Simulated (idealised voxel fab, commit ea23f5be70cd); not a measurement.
Presented below is a process module, voxel released beams.
Cross-section cut: width 290 nm, square cells of 5 nm.
Cross-sections here: square-cell grids, written as top-down lists of bands, a band being one or more rows of cells.
Top height, bottom height, nm. Materials left to right, width each, nm. Single material + "throughout" = fills band edge to edge. "blank" = empty.
Heads up on the height convention: 0 is the point under which the incoming wafer is all one material, and the lowest band has no bottom, it just keeps going down, like "0 down".
When a width is written as two numbers, as in "30 to 40", the first number is the width in the top row of cells of the band and the second is the width in its bottom row, and the width changes by the same amount from each row to the next.
Step marked "no modification"? Then no cell in the cross-section changed in it.
Empty spaces counting at least 8 cells and having no open way to the top are listed in "Listed closed voids". The notation width x height at distance is used for each, the distance being from the left edge and all three values in nm.
What comes after the settings on a step's line is commentary from the simulator itself on that step.
Among the settings permitted on a step's line is "overlay nm"; applied to a step with a mask, it specifies the extent to which the mask lay to the right of its planned position, whereas a negative figure signifies a position to the left.
**Process steps foreseen in the plan**
1. op RECEIVE | material Si
2. op CONFORMAL_DEP | material Al2O3 | thk nm 10
3. op DIRECTIONAL_DEP | material SiO2 | thk nm 10
4. op PATTERN | tone open | mask id ANCHOR | material resist | width nm 25 | thk nm 20 | overlay nm 0
5. op DIRECTIONAL_ETCH | etch materials SiO2 | depth nm 10
6. op STRIP | etch materials resist
7. op CONFORMAL_DEP | material SiN | thk nm 10
8. op MASKED_ETCH | tone cover | mask id BEAM | width nm 80 | etch materials SiN | depth nm 10 | overlay nm 0
9. op STRIP | etch materials SiO2
**Wafer at receipt (post step 1), cross-section**
> 0 down = Si throughout
> Listed closed voids: none
**Cross-section, end of module. Start: as above. Plan: as above. Execution: one mistake**
> 30 to 20 = 105 nm blank / 10 nm SiN / 5 nm blank / 65 nm SiN / 105 nm blank
> 20 to 10 = 105 nm blank / 25 nm SiN / 160 nm blank
> 10 to 0 = Al2O3 throughout
> 0 down = Si throughout
> Listed closed voids: none
Error vs. plan: in deviation from the planned setting, step 8 was conducted as op MASKED_ETCH | tone cover | mask id BEAM | width nm 80 | etch materials SiN | depth nm 10 | overlay nm 5
